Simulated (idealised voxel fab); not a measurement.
process module | voxel air gaps
In the cross-section labelled cut, the width is 250 nm and each square cell is 5 nm.
For the purposes of this document, a cross-section shall be understood as a grid of square cells, specified as bands listed in top-to-bottom order, each band consisting of one or more rows of cells. First you get the band's top height and its bottom height, in nm, and then the materials it's made of, left to right, with each width in nm. If you see a single material with "edge to edge", that one covers the band edge to edge. "empty" is empty space. Below 0: as-received wafer, all one material; heights counted from there. Lowest band: no bottom, goes on down, written "0 and below". The two numbers in a width such as "30->40" mark its ends across the band: the first belongs to the top row of cells, the second to the bottom row, and from each row to the next the width moves by the same amount. Reading "nothing altered" for a step: not a cell of the cross-section changed in it. "Sealed internal voids" - sealed voids, min. 8 cells, no opening to top; format: width x height at distance (distance from left edge; nm throughout). Text after the settings on a step's line: the simulator's own remark on that step. overlay nm: right-of-plan distance of the mask on a masked step; negative values mean left-of-plan.
### These are the steps we planned for the process
step 1: RECEIVE (material Si)
step 2: CONFORMAL_DEP (material SiO2; thk nm 10)
step 3: CONFORMAL_DEP (material SiN; thk nm 5)
step 4: DIRECTIONAL_DEP (material SiO2; thk nm 35)
step 5: DIRECTIONAL_DEP (material aC; thk nm 10)
step 6: PATTERN (tone open; mask id LINES; material resist; width nm 15; pitch nm 45; thk nm 25; overlay nm 0)
step 7: DIRECTIONAL_ETCH (etch materials aC; depth nm 10)
step 8: STRIP (etch materials resist)
step 9: DIRECTIONAL_ETCH (etch materials SiO2; depth nm 35)
step 10: STRIP (etch materials aC)
step 11: CONFORMAL_DEP (material TiN; thk nm 5)
step 12: FILL_DEP (material W; thk nm 5)
step 13: CMP (height nm 50)
step 14: EPI (material Ru; thk nm 10)
step 15: SELECTIVE_ETCH (etch materials SiO2; depth nm 45)
step 16: CONFORMAL_DEP (material SiN; thk nm 5)
varied across the wafers: thk nm of step 11. The plan shows the first wafer's value. All wafers start alike
### First of several wafers (as received, post step 1), cross-sectional view
* 0 and below: Si edge to edge
* Sealed internal voids: none
### Quick look at the cross-section of the first of several wafers after step 16, which wraps up the module
* 65 down to 60: 55 nm empty, 135 nm SiN, 60 nm empty
* 60 down to 50: 55 nm empty, 5 nm SiN, 35 nm Ru, 10 nm SiN, 35 nm Ru, 10 nm SiN, 35 nm Ru, 5 nm SiN, 60 nm empty
* 50 down to 45: 55 nm empty, 15 nm SiN, 5 nm TiN, 5 nm W, 5 nm TiN, 30 nm SiN, 5 nm TiN, 5 nm W, 5 nm TiN, 30 nm SiN, 5 nm TiN, 5 nm W, 5 nm TiN, 15 nm SiN, 60 nm empty
* 45 down to 20: 65 nm empty, 5 nm SiN, 5 nm TiN, 5 nm W, 5 nm TiN, 5 nm SiN, 20 nm empty, 5 nm SiN, 5 nm TiN, 5 nm W, 5 nm TiN, 5 nm SiN, 20 nm empty, 5 nm SiN, 5 nm TiN, 5 nm W, 5 nm TiN, 5 nm SiN, 70 nm empty
* 20 down to 15: 70 nm SiN, 15 nm TiN, 30 nm SiN, 15 nm TiN, 30 nm SiN, 15 nm TiN, 75 nm SiN
* 15 down to 10: SiN edge to edge
* 10 down to 0: SiO2 edge to edge
* 0 and below: Si edge to edge
* Sealed internal voids: 20 x 25 at 90; 20 x 25 at 135
### Last-wafer cross-section at the end of the module
* 65 down to 60: 55 nm empty, 135 nm SiN, 60 nm empty
* 60 down to 50: 55 nm empty, 5 nm SiN, 35 nm Ru, 10 nm SiN, 35 nm Ru, 10 nm SiN, 35 nm Ru, 5 nm SiN, 60 nm empty
* 50 down to 45: 55 nm empty, 15 nm SiN, 15 nm TiN, 30 nm SiN, 15 nm TiN, 30 nm SiN, 15 nm TiN, 15 nm SiN, 60 nm empty
* 45 down to 20: 65 nm empty, 5 nm SiN, 15 nm TiN, 5 nm SiN, 20 nm empty, 5 nm SiN, 15 nm TiN, 5 nm SiN, 20 nm empty, 5 nm SiN, 15 nm TiN, 5 nm SiN, 70 nm empty
* 20 down to 15: 70 nm SiN, 15 nm TiN, 30 nm SiN, 15 nm TiN, 30 nm SiN, 15 nm TiN, 75 nm SiN
* 15 down to 10: SiN edge to edge
* 10 down to 0: SiO2 edge to edge
* 0 and below: Si edge to edge
* Sealed internal voids: 20 x 25 at 90; 20 x 25 at 135
### Each row below is a wafer at the end of the module, listing for every material the number of cells it has gained (+) or lost (-) since it was received, followed by its closed voids
thk nm 5 | +42 Ru | +178 SiN | +100 SiO2 | +45 TiN | +18 W | Sealed internal voids: 20 x 25 at 90; 20 x 25 at 135
thk nm 10 | +42 Ru | +178 SiN | +100 SiO2 | +63 TiN | Sealed internal voids: 20 x 25 at 90; 20 x 25 at 135
thk nm 15 | +42 Ru | +178 SiN | +100 SiO2 | +63 TiN | Sealed internal voids: 20 x 25 at 90; 20 x 25 at 135
thk nm 20 | +42 Ru | +178 SiN | +100 SiO2 | +63 TiN | Sealed internal voids: 20 x 25 at 90; 20 x 25 at 135
